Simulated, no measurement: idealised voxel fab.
process module | voxel plated lines
cross-section cut | 195 nm wide | cells 5 nm
A cross-section is a grid of square cells, given in bands from the top down. A band is one or more rows of cells.
Each band's line starts with the height of the band's top and of its bottom, in nm. Then come its materials from left to right, each with its width in nm. One material with "throughout" fills the band from edge to edge. "air" is empty space.
Height 0 is the level under which the wafer as received is all one material. The lowest band goes on downwards, as in "0 down".
A width such as "30 to 40" changes by the same amount from each row of cells to the next, from the band's top row to its bottom row.
"no change" after a step means that no cell of the cross-section changed.
closed voids: empty space of 8 cells or more with no open way to the top, each as width x height at its distance from the left edge, in nm
after a step's settings: what the simulator itself notes on the step
overlay nm, on a step with a mask: how far to the right of its planned place the mask lay; to the left if negative
plan
1 op RECEIVE | material Si
2 op CONFORMAL_DEP | material SiN | thk nm 10
3 op DIRECTIONAL_DEP | material TiN | thk nm 5
4 op PATTERN | tone open | mask id LINES | material resist | width nm 20 | pitch nm 40 | thk nm 15 | overlay nm 0
5 op EPI | material Ru | thk nm 5
6 op STRIP | etch materials resist
7 op DIRECTIONAL_ETCH | etch materials TiN | depth nm 5
8 op CONFORMAL_DEP | material SiCN | thk nm 10
as received, after step 1
  0 down: Si throughout
  closed voids: none
a wafer at the end: this start, this plan, one mistake
  35 to 25: air 30 | SiCN 130 | air 35
  25 to 20: SiCN throughout
  20 to 15: SiCN 45 | Ru 20 | SiCN 20 | Ru 20 | SiCN 20 | Ru 20 | SiCN 50
  15 to 10: SiCN 45 | TiN 20 | SiCN 20 | TiN 20 | SiCN 20 | TiN 20 | SiCN 50
  10 to 0: SiN throughout
  0 down: Si throughout
  closed voids: none
what went wrong: step 8 ran as: op CONFORMAL_DEP | material SiCN | thk nm 15
